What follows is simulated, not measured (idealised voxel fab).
Process module name: voxel trench capacitor
We display cut, a cross-section 220 nm in width whose square cells are each 5 nm.
How to read a cross-section here: the picture is a grid of square cells, written as bands going from the top down, and any band can span one or more rows of cells. In this notation a band is specified by the heights of its top and bottom, in that order and in nm, after which its materials appear from left to right, each paired with its width in nm. The word "full width" attached to a single material means that material fills the band from edge to edge; the word "empty" stands for empty space. Note: height 0 marks the level under which the wafer is uniformly one material as received. Lowest band unbounded below, written "top 0, no bottom". Per-row width for "30 to 40": begins at first number (top row of band), ends at second number (bottom row), increment between rows held constant. "nothing changed" -> step changed no cross-section cell. The label "Enclosed internal cavities" introduces a list of the empty spaces, 8 cells or larger, that have no open way up to the top; each entry in it reads width x height at distance, where the distance is taken from the left edge and all three are stated in nm. Whatever follows a step's settings on its line is a remark the simulator itself makes about that step. The setting "overlay nm" may be written on the line of a step. When the step uses a mask, the value reports how far to the right of the planned place the mask lay, and a negative value reports that it lay to the left. Layout of what follows: cross-section pairs, each bracketing one process step, the after cross-section shown only to the lowest band that changed, the step between and its settings noted under each pair. Pairs may originate in different runs of this module on the same starting wafer; a pair continues from the pair above only where its entry headed "Structure before processing" says so.
[Structure before processing]
  top 0, no bottom | Si full width
  Enclosed internal cavities: none
[Resulting Structure]
  top 10, bottom 0 | SiN full width
  Below a height of 0, the structure has not been altered.
  Enclosed internal cavities: none
Intermediate step for the cross-sections above: CONFORMAL_DEP (material SiN; thk nm 10)
Structure before processing: Please consult the pair immediately above; the cross-section it shows after its step is the state before this step.
[Resulting Structure]
  top 25, bottom 10 | aC full width
  Below a height of 10, the structure has not been altered.
  Enclosed internal cavities: none
Intermediate step for the cross-sections above: DIRECTIONAL_DEP (material aC; thk nm 15)
Structure before processing: Please consult the pair immediately above; the cross-section it shows after its step is the state before this step.
[Resulting Structure]
  top 55, bottom 25 | resist 75  empty 20  resist 30  empty 20  resist 75
  Below a height of 25, the structure has not been altered.
  Enclosed internal cavities: none
Intermediate step for the cross-sections above: PATTERN (tone open; mask id TRENCH; material resist; width nm 20; pitch nm 50; thk nm 30; overlay nm 0)
Structure before processing: Please consult the pair immediately above; the cross-section it shows after its step is the state before this step.
[Resulting Structure]
  top 40, bottom 25 | resist 75  empty 20  resist 30  empty 20  resist 75
  top 25, bottom 10 | aC 75  empty 20  aC 30  empty 20  aC 75
  Below a height of 10, the structure has not been altered.
  Enclosed internal cavities: none
Intermediate step for the cross-sections above: DIRECTIONAL_ETCH (etch materials aC; depth nm 15)
Structure before processing: Please consult the pair immediately above; the cross-section it shows after its step is the state before this step.
[Resulting Structure]
  top 25, bottom 10 | aC 75  empty 20  aC 30  empty 20  aC 75
  Below a height of 10, the structure has not been altered.
  Enclosed internal cavities: none
Intermediate step for the cross-sections above: STRIP (etch materials resist)
Structure before processing: Please consult the pair immediately above; the cross-section it shows after its step is the state before this step.
[Resulting Structure]
  top 25, bottom 10 | aC 75  empty 20  aC 30  empty 20  aC 75
  top 10, bottom 0 | SiN 75  empty 20  SiN 30  empty 20  SiN 75
  Below a height of 0, the structure has not been altered.
  Enclosed internal cavities: none
Intermediate step for the cross-sections above: DIRECTIONAL_ETCH (etch materials SiN; depth nm 10)
Structure before processing: Please consult the pair immediately above; the cross-section it shows after its step is the state before this step.
[Resulting Structure]
  top 25, bottom 10 | aC 75  empty 20  aC 30  empty 20  aC 75
  top 10, bottom 0 | SiN 75  empty 20  SiN 30  empty 20  SiN 75
  top 0, bottom -30 | Si 75  empty 20  Si 30  empty 20  Si 75
  Below a height of -30, the structure has not been altered.
  Enclosed internal cavities: none
Intermediate step for the cross-sections above: DIRECTIONAL_ETCH (etch materials Si; depth nm 30)
Structure before processing: Please consult the pair immediately above; the cross-section it shows after its step is the state before this step.
[Resulting Structure]
  top 10, bottom 0 | SiN 75  empty 20  SiN 30  empty 20  SiN 75
  Below a height of 0, the structure has not been altered.
  Enclosed internal cavities: none
Intermediate step for the cross-sections above: STRIP (etch materials aC)
Structure before processing: Please consult the pair immediately above; the cross-section it shows after its step is the state before this step.
[Resulting Structure]
  top 15, bottom 10 | Al2O3 80  empty 10  Al2O3 40  empty 10  Al2O3 80
  top 10, bottom 0 | SiN 75  Al2O3 5  empty 10  Al2O3 5  SiN 30  Al2O3 5  empty 10  Al2O3 5  SiN 75
  top 0, bottom -25 | Si 75  Al2O3 5  empty 10  Al2O3 5  Si 30  Al2O3 5  empty 10  Al2O3 5  Si 75
  top -25, bottom -30 | Si 75  Al2O3 20  Si 30  Al2O3 20  Si 75
  Below a height of -30, the structure has not been altered.
  Enclosed internal cavities: none
Intermediate step for the cross-sections above: CONFORMAL_DEP (material Al2O3; thk nm 5)
Structure before processing: Please consult the pair immediately above; the cross-section it shows after its step is the state before this step.
[Resulting Structure]
  top 20, bottom 15 | polySi full width
  top 15, bottom 10 | Al2O3 80  polySi 10  Al2O3 40  polySi 10  Al2O3 80
  top 10, bottom 0 | SiN 75  Al2O3 5  polySi 10  Al2O3 5  SiN 30  Al2O3 5  polySi 10  Al2O3 5  SiN 75
  top 0, bottom -25 | Si 75  Al2O3 5  polySi 10  Al2O3 5  Si 30  Al2O3 5  polySi 10  Al2O3 5  Si 75
  Below a height of -25, the structure has not been altered.
  Enclosed internal cavities: none
Intermediate step for the cross-sections above: FILL_DEP (material polySi; thk nm 5)
Structure before processing: Please consult the pair immediately above; the cross-section it shows after its step is the state before this step.
[Resulting Structure]
  top 10, bottom 0 | SiN 75  Al2O3 5  polySi 10  Al2O3 5  SiN 30  Al2O3 5  polySi 10  Al2O3 5  SiN 75
  Below a height of 0, the structure has not been altered.
  Enclosed internal cavities: none
Intermediate step for the cross-sections above: CMP (height nm 10)
[Structure before processing]
  top 40, bottom 25 | resist 75  empty 20  resist 30  empty 20  resist 75
  top 25, bottom 10 | aC 75  empty 20  aC 30  empty 20  aC 75
  top 10, bottom 0 | SiN full width
  top 0, no bottom | Si full width
  Enclosed internal cavities: none
[Resulting Structure]
  top 40, bottom 25 | resist 75  empty 20  resist 30  empty 20  resist 75
  top 25, bottom 10 | aC 75  empty 20  aC 30  empty 20  aC 75
  top 10, bottom 0 | SiN 75  empty 20  SiN 30  empty 20  SiN 75
  Below a height of 0, the structure has not been altered.
  Enclosed internal cavities: none
Intermediate step for the cross-sections above: DIRECTIONAL_ETCH (etch materials SiN; depth nm 10)
Structure before processing: Please consult the pair immediately above; the cross-section it shows after its step is the state before this step.
[Resulting Structure]
  top 40, bottom 25 | resist 75  empty 20  resist 30  empty 20  resist 75
  top 25, bottom 10 | aC 75  empty 20  aC 30  empty 20  aC 75
  top 10, bottom 0 | SiN 75  empty 20  SiN 30  empty 20  SiN 75
  top 0, bottom -30 | Si 75  empty 20  Si 30  empty 20  Si 75
  Below a height of -30, the structure has not been altered.
  Enclosed internal cavities: none
Intermediate step for the cross-sections above: DIRECTIONAL_ETCH (etch materials Si; depth nm 30)
Structure before processing: Please consult the pair immediately above; the cross-section it shows after its step is the state before this step.
[Resulting Structure]
  top 10, bottom 0 | SiN 75  empty 20  SiN 30  empty 20  SiN 75
  Below a height of 0, the structure has not been altered.
  Enclosed internal cavities: none
Intermediate step for the cross-sections above: STRIP (etch materials aC)
[Structure before processing]
  top 25, bottom 10 | aC 75  empty 20  aC 30  empty 20  aC 75
  top 10, bottom 0 | SiN 75  empty 20  SiN 30  empty 20  SiN 75
  top 0, bottom -30 | Si 75  empty 20  Si 30  empty 20  Si 75
  top -30, no bottom | Si full width
  Enclosed internal cavities: none
[Resulting Structure]
  top 25, bottom 10 | aC 75  empty 20  aC 30  empty 20  aC 75
  top 10, bottom 0 | SiN 75  empty 20  SiN 30  empty 20  SiN 75
  top 0, bottom -60 | Si 75  empty 20  Si 30  empty 20  Si 75
  Below a height of -60, the structure has not been altered.
  Enclosed internal cavities: none
Intermediate step for the cross-sections above: DIRECTIONAL_ETCH (etch materials Si; depth nm 30)
Structure before processing: Please consult the pair immediately above; the cross-section it shows after its step is the state before this step.
[Resulting Structure]
  top 10, bottom 0 | SiN 75  empty 20  SiN 30  empty 20  SiN 75
  Below a height of 0, the structure has not been altered.
  Enclosed internal cavities: none
Intermediate step for the cross-sections above: STRIP (etch materials aC)
Structure before processing: Please consult the pair immediately above; the cross-section it shows after its step is the state before this step.
[Resulting Structure]
  top 15, bottom 10 | Al2O3 80  empty 10  Al2O3 40  empty 10  Al2O3 80
  top 10, bottom 0 | SiN 75  Al2O3 5  empty 10  Al2O3 5  SiN 30  Al2O3 5  empty 10  Al2O3 5  SiN 75
  top 0, bottom -55 | Si 75  Al2O3 5  empty 10  Al2O3 5  Si 30  Al2O3 5  empty 10  Al2O3 5  Si 75
  top -55, bottom -60 | Si 75  Al2O3 20  Si 30  Al2O3 20  Si 75
  Below a height of -60, the structure has not been altered.
  Enclosed internal cavities: none
Intermediate step for the cross-sections above: CONFORMAL_DEP (material Al2O3; thk nm 5)
Structure before processing: Please consult the pair immediately above; the cross-section it shows after its step is the state before this step.
[Resulting Structure]
  top 20, bottom 15 | polySi full width
  top 15, bottom 10 | Al2O3 80  polySi 10  Al2O3 40  polySi 10  Al2O3 80
  top 10, bottom 0 | SiN 75  Al2O3 5  polySi 10  Al2O3 5  SiN 30  Al2O3 5  polySi 10  Al2O3 5  SiN 75
  top 0, bottom -55 | Si 75  Al2O3 5  polySi 10  Al2O3 5  Si 30  Al2O3 5  polySi 10  Al2O3 5  Si 75
  Below a height of -55, the structure has not been altered.
  Enclosed internal cavities: none
Intermediate step for the cross-sections above: FILL_DEP (material polySi; thk nm 5)
Structure before processing: Please consult the pair immediately above; the cross-section it shows after its step is the state before this step.
[Resulting Structure]
  top 10, bottom 0 | SiN 75  Al2O3 5  polySi 10  Al2O3 5  SiN 30  Al2O3 5  polySi 10  Al2O3 5  SiN 75
  Below a height of 0, the structure has not been altered.
  Enclosed internal cavities: none
Intermediate step for the cross-sections above: CMP (height nm 10)
[Structure before processing]
  top 25, bottom 10 | aC 75  empty 20  aC 30  empty 20  aC 75
  top 10, bottom 0 | SiN 75  empty 20  SiN 30  empty 20  SiN 75
  top 0, no bottom | Si full width
  Enclosed internal cavities: none
[Resulting Structure]
  top 10, bottom 0 | SiN 75  empty 20  SiN 30  empty 20  SiN 75
  Below a height of 0, the structure has not been altered.
  Enclosed internal cavities: none
Intermediate step for the cross-sections above: STRIP (etch materials aC)
Structure before processing: Please consult the pair immediately above; the cross-section it shows after its step is the state before this step.
[Resulting Structure]
  top 10, bottom 0 | SiN 75  empty 20  SiN 30  empty 20  SiN 75
  top 0, bottom -30 | Si 75  empty 20  Si 30  empty 20  Si 75
  Below a height of -30, the structure has not been altered.
  Enclosed internal cavities: none
Intermediate step for the cross-sections above: DIRECTIONAL_ETCH (etch materials Si; depth nm 30)
[Structure before processing]
  top 20, bottom 15 | polySi full width
  top 15, bottom 10 | Al2O3 80  polySi 10  Al2O3 40  polySi 10  Al2O3 80
  top 10, bottom 0 | SiN 75  Al2O3 5  polySi 10  Al2O3 5  SiN 30  Al2O3 5  polySi 10  Al2O3 5  SiN 75
  top 0, bottom -25 | Si 75  Al2O3 5  polySi 10  Al2O3 5  Si 30  Al2O3 5  polySi 10  Al2O3 5  Si 75
  top -25, bottom -30 | Si 75  Al2O3 20  Si 30  Al2O3 20  Si 75
  top -30, no bottom | Si full width
  Enclosed internal cavities: none
[Resulting Structure]
  top 5, bottom 0 | SiN 75  Al2O3 5  polySi 10  Al2O3 5  SiN 30  Al2O3 5  polySi 10  Al2O3 5  SiN 75
  Below a height of 0, the structure has not been altered.
  Enclosed internal cavities: none
Intermediate step for the cross-sections above: CMP (height nm 5)
[Structure before processing]
  top 25, bottom 10 | aC full width
  top 10, bottom 0 | SiN full width
  top 0, no bottom | Si full width
  Enclosed internal cavities: none
[Resulting Structure]
  top 55, bottom 25 | resist 75  empty 25  resist 25  empty 25  resist 70
  Below a height of 25, the structure has not been altered.
  Enclosed internal cavities: none
Intermediate step for the cross-sections above: PATTERN (tone open; mask id TRENCH; material resist; width nm 25; pitch nm 50; thk nm 30; overlay nm 0)
Structure before processing: Please consult the pair immediately above; the cross-section it shows after its step is the state before this step.
[Resulting Structure]
  top 40, bottom 25 | resist 75  empty 25  resist 25  empty 25  resist 70
  top 25, bottom 10 | aC 75  empty 25  aC 25  empty 25  aC 70
  Below a height of 10, the structure has not been altered.
  Enclosed internal cavities: none
Intermediate step for the cross-sections above: DIRECTIONAL_ETCH (etch materials aC; depth nm 15)
Structure before processing: Please consult the pair immediately above; the cross-section it shows after its step is the state before this step.
[Resulting Structure]
  top 25, bottom 10 | aC 75  empty 25  aC 25  empty 25  aC 70
  Below a height of 10, the structure has not been altered.
  Enclosed internal cavities: none
Intermediate step for the cross-sections above: STRIP (etch materials resist)
Structure before processing: Please consult the pair immediately above; the cross-section it shows after its step is the state before this step.
[Resulting Structure]
  top 25, bottom 10 | aC 75  empty 25  aC 25  empty 25  aC 70
  top 10, bottom 0 | SiN 75  empty 25  SiN 25  empty 25  SiN 70
  Below a height of 0, the structure has not been altered.
  Enclosed internal cavities: none
Intermediate step for the cross-sections above: DIRECTIONAL_ETCH (etch materials SiN; depth nm 10)
Structure before processing: Please consult the pair immediately above; the cross-section it shows after its step is the state before this step.
[Resulting Structure]
  top 25, bottom 10 | aC 75  empty 25  aC 25  empty 25  aC 70
  top 10, bottom 0 | SiN 75  empty 25  SiN 25  empty 25  SiN 70
  top 0, bottom -30 | Si 75  empty 25  Si 25  empty 25  Si 70
  Below a height of -30, the structure has not been altered.
  Enclosed internal cavities: none
Intermediate step for the cross-sections above: DIRECTIONAL_ETCH (etch materials Si; depth nm 30)
Structure before processing: Please consult the pair immediately above; the cross-section it shows after its step is the state before this step.
[Resulting Structure]
  top 10, bottom 0 | SiN 75  empty 25  SiN 25  empty 25  SiN 70
  Below a height of 0, the structure has not been altered.
  Enclosed internal cavities: none
Intermediate step for the cross-sections above: STRIP (etch materials aC)
Structure before processing: Please consult the pair immediately above; the cross-section it shows after its step is the state before this step.
[Resulting Structure]
  top 15, bottom 10 | Al2O3 80  empty 15  Al2O3 35  empty 15  Al2O3 75
  top 10, bottom 0 | SiN 75  Al2O3 5  empty 15  Al2O3 5  SiN 25  Al2O3 5  empty 15  Al2O3 5  SiN 70
  top 0, bottom -25 | Si 75  Al2O3 5  empty 15  Al2O3 5  Si 25  Al2O3 5  empty 15  Al2O3 5  Si 70
  top -25, bottom -30 | Si 75  Al2O3 25  Si 25  Al2O3 25  Si 70
  Below a height of -30, the structure has not been altered.
  Enclosed internal cavities: none
Intermediate step for the cross-sections above: CONFORMAL_DEP (material Al2O3; thk nm 5)
Structure before processing: Please consult the pair immediately above; the cross-section it shows after its step is the state before this step.
[Resulting Structure]
  top 20, bottom 15 | polySi full width
  top 15, bottom 10 | Al2O3 80  polySi 15  Al2O3 35  polySi 15  Al2O3 75
  top 10, bottom 0 | SiN 75  Al2O3 5  polySi 15  Al2O3 5  SiN 25  Al2O3 5  polySi 15  Al2O3 5  SiN 70
  top 0, bottom -25 | Si 75  Al2O3 5  polySi 15  Al2O3 5  Si 25  Al2O3 5  polySi 15  Al2O3 5  Si 70
  Below a height of -25, the structure has not been altered.
  Enclosed internal cavities: none
Intermediate step for the cross-sections above: FILL_DEP (material polySi; thk nm 5)
Structure before processing: Please consult the pair immediately above; the cross-section it shows after its step is the state before this step.
[Resulting Structure]
  top 10, bottom 0 | SiN 75  Al2O3 5  polySi 15  Al2O3 5  SiN 25  Al2O3 5  polySi 15  Al2O3 5  SiN 70
  Below a height of 0, the structure has not been altered.
  Enclosed internal cavities: none
Intermediate step for the cross-sections above: CMP (height nm 10)
[Structure before processing]
  top 25, bottom 10 | aC full width
  top 10, bottom 0 | SiN full width
  top 0, no bottom | Si full width
  Enclosed internal cavities: none
[Resulting Structure]
  top 55, bottom 25 | resist 85  empty 20  resist 30  empty 20  resist 65
  Below a height of 25, the structure has not been altered.
  Enclosed internal cavities: none
Intermediate step for the cross-sections above: PATTERN (tone open; mask id TRENCH; material resist; width nm 20; pitch nm 50; thk nm 30; overlay nm 10)
Structure before processing: Please consult the pair immediately above; the cross-section it shows after its step is the state before this step.
[Resulting Structure]
  top 40, bottom 25 | resist 85  empty 20  resist 30  empty 20  resist 65
  top 25, bottom 10 | aC 85  empty 20  aC 30  empty 20  aC 65
  Below a height of 10, the structure has not been altered.
  Enclosed internal cavities: none
Intermediate step for the cross-sections above: DIRECTIONAL_ETCH (etch materials aC; depth nm 15)
Structure before processing: Please consult the pair immediately above; the cross-section it shows after its step is the state before this step.
[Resulting Structure]
  top 25, bottom 10 | aC 85  empty 20  aC 30  empty 20  aC 65
  Below a height of 10, the structure has not been altered.
  Enclosed internal cavities: none
Intermediate step for the cross-sections above: STRIP (etch materials resist)
Structure before processing: Please consult the pair immediately above; the cross-section it shows after its step is the state before this step.
[Resulting Structure]
  top 25, bottom 10 | aC 85  empty 20  aC 30  empty 20  aC 65
  top 10, bottom 0 | SiN 85  empty 20  SiN 30  empty 20  SiN 65
  Below a height of 0, the structure has not been altered.
  Enclosed internal cavities: none
Intermediate step for the cross-sections above: DIRECTIONAL_ETCH (etch materials SiN; depth nm 10)
Structure before processing: Please consult the pair immediately above; the cross-section it shows after its step is the state before this step.
[Resulting Structure]
  top 25, bottom 10 | aC 85  empty 20  aC 30  empty 20  aC 65
  top 10, bottom 0 | SiN 85  empty 20  SiN 30  empty 20  SiN 65
  top 0, bottom -30 | Si 85  empty 20  Si 30  empty 20  Si 65
  Below a height of -30, the structure has not been altered.
  Enclosed internal cavities: none
Intermediate step for the cross-sections above: DIRECTIONAL_ETCH (etch materials Si; depth nm 30)
Structure before processing: Please consult the pair immediately above; the cross-section it shows after its step is the state before this step.
[Resulting Structure]
  top 10, bottom 0 | SiN 85  empty 20  SiN 30  empty 20  SiN 65
  Below a height of 0, the structure has not been altered.
  Enclosed internal cavities: none
Intermediate step for the cross-sections above: STRIP (etch materials aC)
Structure before processing: Please consult the pair immediately above; the cross-section it shows after its step is the state before this step.
[Resulting Structure]
  top 15, bottom 10 | Al2O3 90  empty 10  Al2O3 40  empty 10  Al2O3 70
  top 10, bottom 0 | SiN 85  Al2O3 5  empty 10  Al2O3 5  SiN 30  Al2O3 5  empty 10  Al2O3 5  SiN 65
  top 0, bottom -25 | Si 85  Al2O3 5  empty 10  Al2O3 5  Si 30  Al2O3 5  empty 10  Al2O3 5  Si 65
  top -25, bottom -30 | Si 85  Al2O3 20  Si 30  Al2O3 20  Si 65
  Below a height of -30, the structure has not been altered.
  Enclosed internal cavities: none
Intermediate step for the cross-sections above: CONFORMAL_DEP (material Al2O3; thk nm 5)
Structure before processing: Please consult the pair immediately above; the cross-section it shows after its step is the state before this step.
[Resulting Structure]
  top 20, bottom 15 | polySi full width
  top 15, bottom 10 | Al2O3 90  polySi 10  Al2O3 40  polySi 10  Al2O3 70
  top 10, bottom 0 | SiN 85  Al2O3 5  polySi 10  Al2O3 5  SiN 30  Al2O3 5  polySi 10  Al2O3 5  SiN 65
  top 0, bottom -25 | Si 85  Al2O3 5  polySi 10  Al2O3 5  Si 30  Al2O3 5  polySi 10  Al2O3 5  Si 65
  Below a height of -25, the structure has not been altered.
  Enclosed internal cavities: none
Intermediate step for the cross-sections above: FILL_DEP (material polySi; thk nm 5)
Structure before processing: Please consult the pair immediately above; the cross-section it shows after its step is the state before this step.
[Resulting Structure]
  top 10, bottom 0 | SiN 85  Al2O3 5  polySi 10  Al2O3 5  SiN 30  Al2O3 5  polySi 10  Al2O3 5  SiN 65
  Below a height of 0, the structure has not been altered.
  Enclosed internal cavities: none
Intermediate step for the cross-sections above: CMP (height nm 10)
[Structure before processing]
  top 15, bottom 10 | Al2O3 80  empty 10  Al2O3 40  empty 10  Al2O3 80
  top 10, bottom 0 | SiN 75  Al2O3 5  empty 10  Al2O3 5  SiN 30  Al2O3 5  empty 10  Al2O3 5  SiN 75
  top 0, bottom -25 | Si 75  Al2O3 5  empty 10  Al2O3 5  Si 30  Al2O3 5  empty 10  Al2O3 5  Si 75
  top -25, bottom -30 | Si 75  Al2O3 20  Si 30  Al2O3 20  Si 75
  top -30, no bottom | Si full width
  Enclosed internal cavities: none
[Resulting Structure]
  top 20, bottom 15 | SiN full width
  top 15, bottom 10 | Al2O3 80  SiN 10  Al2O3 40  SiN 10  Al2O3 80
  top 10, bottom 0 | SiN 75  Al2O3 5  SiN 10  Al2O3 5  SiN 30  Al2O3 5  SiN 10  Al2O3 5  SiN 75
  top 0, bottom -25 | Si 75  Al2O3 5  SiN 10  Al2O3 5  Si 30  Al2O3 5  SiN 10  Al2O3 5  Si 75
  Below a height of -25, the structure has not been altered.
  Enclosed internal cavities: none
Intermediate step for the cross-sections above: FILL_DEP (material SiN; thk nm 5)
Structure before processing: Please consult the pair immediately above; the cross-section it shows after its step is the state before this step.
[Resulting Structure]
  top 10, bottom 0 | SiN 75  Al2O3 5  SiN 10  Al2O3 5  SiN 30  Al2O3 5  SiN 10  Al2O3 5  SiN 75
  Below a height of 0, the structure has not been altered.
  Enclosed internal cavities: none
Intermediate step for the cross-sections above: CMP (height nm 10)
[Structure before processing]
  top 25, bottom 10 | aC full width
  top 10, bottom 0 | SiN full width
  top 0, no bottom | Si full width
  Enclosed internal cavities: none
[Resulting Structure]
  top 55, bottom 25 | empty 75  resist 20  empty 30  resist 20  empty 75
  Below a height of 25, the structure has not been altered.
  Enclosed internal cavities: none
Intermediate step for the cross-sections above: PATTERN (tone cover; mask id TRENCH; material resist; width nm 20; pitch nm 50; thk nm 30; overlay nm 0)
Structure before processing: Please consult the pair immediately above; the cross-section it shows after its step is the state before this step.
[Resulting Structure]
  top 40, bottom 25 | empty 75  resist 20  empty 30  resist 20  empty 75
  top 25, bottom 10 | empty 75  aC 20  empty 30  aC 20  empty 75
  Below a height of 10, the structure has not been altered.
  Enclosed internal cavities: none
Intermediate step for the cross-sections above: DIRECTIONAL_ETCH (etch materials aC; depth nm 15)
Structure before processing: Please consult the pair immediately above; the cross-section it shows after its step is the state before this step.
[Resulting Structure]
  top 25, bottom 10 | empty 75  aC 20  empty 30  aC 20  empty 75
  Below a height of 10, the structure has not been altered.
  Enclosed internal cavities: none
Intermediate step for the cross-sections above: STRIP (etch materials resist)
Structure before processing: Please consult the pair immediately above; the cross-section it shows after its step is the state before this step.
[Resulting Structure]
  top 25, bottom 10 | empty 75  aC 20  empty 30  aC 20  empty 75
  top 10, bottom 0 | empty 75  SiN 20  empty 30  SiN 20  empty 75
  Below a height of 0, the structure has not been altered.
  Enclosed internal cavities: none
Intermediate step for the cross-sections above: DIRECTIONAL_ETCH (etch materials SiN; depth nm 10)
Structure before processing: Please consult the pair immediately above; the cross-section it shows after its step is the state before this step.
[Resulting Structure]
  top 25, bottom 10 | empty 75  aC 20  empty 30  aC 20  empty 75
  top 10, bottom 0 | empty 75  SiN 20  empty 30  SiN 20  empty 75
  top 0, bottom -30 | empty 75  Si 20  empty 30  Si 20  empty 75
  Below a height of -30, the structure has not been altered.
  Enclosed internal cavities: none
Intermediate step for the cross-sections above: DIRECTIONAL_ETCH (etch materials Si; depth nm 30)
Structure before processing: Please consult the pair immediately above; the cross-section it shows after its step is the state before this step.
[Resulting Structure]
  top 10, bottom 0 | empty 75  SiN 20  empty 30  SiN 20  empty 75
  Below a height of 0, the structure has not been altered.
  Enclosed internal cavities: none
Intermediate step for the cross-sections above: STRIP (etch materials aC)
Structure before processing: Please consult the pair immediately above; the cross-section it shows after its step is the state before this step.
[Resulting Structure]
  top 15, bottom 10 | empty 70  Al2O3 30  empty 20  Al2O3 30  empty 70
  top 10, bottom 0 | empty 70  Al2O3 5  SiN 20  Al2O3 5  empty 20  Al2O3 5  SiN 20  Al2O3 5  empty 70
  top 0, bottom -25 | empty 70  Al2O3 5  Si 20  Al2O3 5  empty 20  Al2O3 5  Si 20  Al2O3 5  empty 70
  top -25, bottom -30 | Al2O3 75  Si 20  Al2O3 30  Si 20  Al2O3 75
  Below a height of -30, the structure has not been altered.
  Enclosed internal cavities: none
Intermediate step for the cross-sections above: CONFORMAL_DEP (material Al2O3; thk nm 5)
Structure before processing: Please consult the pair immediately above; the cross-section it shows after its step is the state before this step.
[Resulting Structure]
  top 20, bottom 15 | polySi full width
  top 15, bottom 10 | polySi 70  Al2O3 30  polySi 20  Al2O3 30  polySi 70
  top 10, bottom 0 | polySi 70  Al2O3 5  SiN 20  Al2O3 5  polySi 20  Al2O3 5  SiN 20  Al2O3 5  polySi 70
  top 0, bottom -25 | polySi 70  Al2O3 5  Si 20  Al2O3 5  polySi 20  Al2O3 5  Si 20  Al2O3 5  polySi 70
  Below a height of -25, the structure has not been altered.
  Enclosed internal cavities: none
Intermediate step for the cross-sections above: FILL_DEP (material polySi; thk nm 5)
Structure before processing: Please consult the pair immediately above; the cross-section it shows after its step is the state before this step.
[Resulting Structure]
  top 10, bottom 0 | polySi 70  Al2O3 5  SiN 20  Al2O3 5  polySi 20  Al2O3 5  SiN 20  Al2O3 5  polySi 70
  Below a height of 0, the structure has not been altered.
  Enclosed internal cavities: none
Intermediate step for the cross-sections above: CMP (height nm 10)
